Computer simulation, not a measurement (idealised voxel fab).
process module | voxel local oxidation
cross-section cut | 180 nm wide | cells 5 nm
A cross-section is a grid of square cells, given in bands from the top down. A band is one or more rows of cells.
Each band's line starts with the height of the band's top and of its bottom, in nm. Then come its materials from left to right, each with its width in nm. One material with "throughout" fills the band from edge to edge. "air" is empty space.
Height 0 is the level under which the wafer as received is all one material. The lowest band goes on downwards, as in "0 down".
A width such as "30 to 40" changes by the same amount from each row of cells to the next, from the band's top row to its bottom row.
"no change" after a step means that no cell of the cross-section changed.
closed voids: empty space of 8 cells or more with no open way to the top, each as width x height at its distance from the left edge, in nm
after a step's settings: what the simulator itself notes on the step
overlay nm, on a step with a mask: how far to the right of its planned place the mask lay; to the left if negative
plan
1 op RECEIVE | material Si
2 op OXIDIZE | depth nm 5
3 op CONFORMAL_DEP | material SiN | thk nm 5
4 op PATTERN | tone cover | mask id ACTIVE | material resist | width nm 130 | thk nm 20 | overlay nm 0
5 op DIRECTIONAL_ETCH | etch materials SiN | depth nm 15
6 op STRIP | etch materials resist
7 op SELECTIVE_ETCH | etch materials SiO2 | depth nm 5
8 op OXIDIZE | depth nm 15
9 op STRIP | etch materials SiN
varied across the wafers: thk nm of step 3. The plan shows the first wafer's value. All wafers start alike
first wafer as received, after step 1
  0 down: Si throughout
  closed voids: none
each wafer at the end: cells of each material gained (+) or lost (-) since it was received, then its closed voids
thk nm 5 | -90 Si | +78 SiO2 | closed voids: none
thk nm 10 | -90 Si | +78 SiO2 | closed voids: none
thk nm 15 | -90 Si | +78 SiO2 | closed voids: none
thk nm 20 | -36 Si | +36 SiO2 | closed voids: none
thk nm 25 | -36 Si | +36 SiO2 | closed voids: none
thk nm 30 | -36 Si | +36 SiO2 | closed voids: none
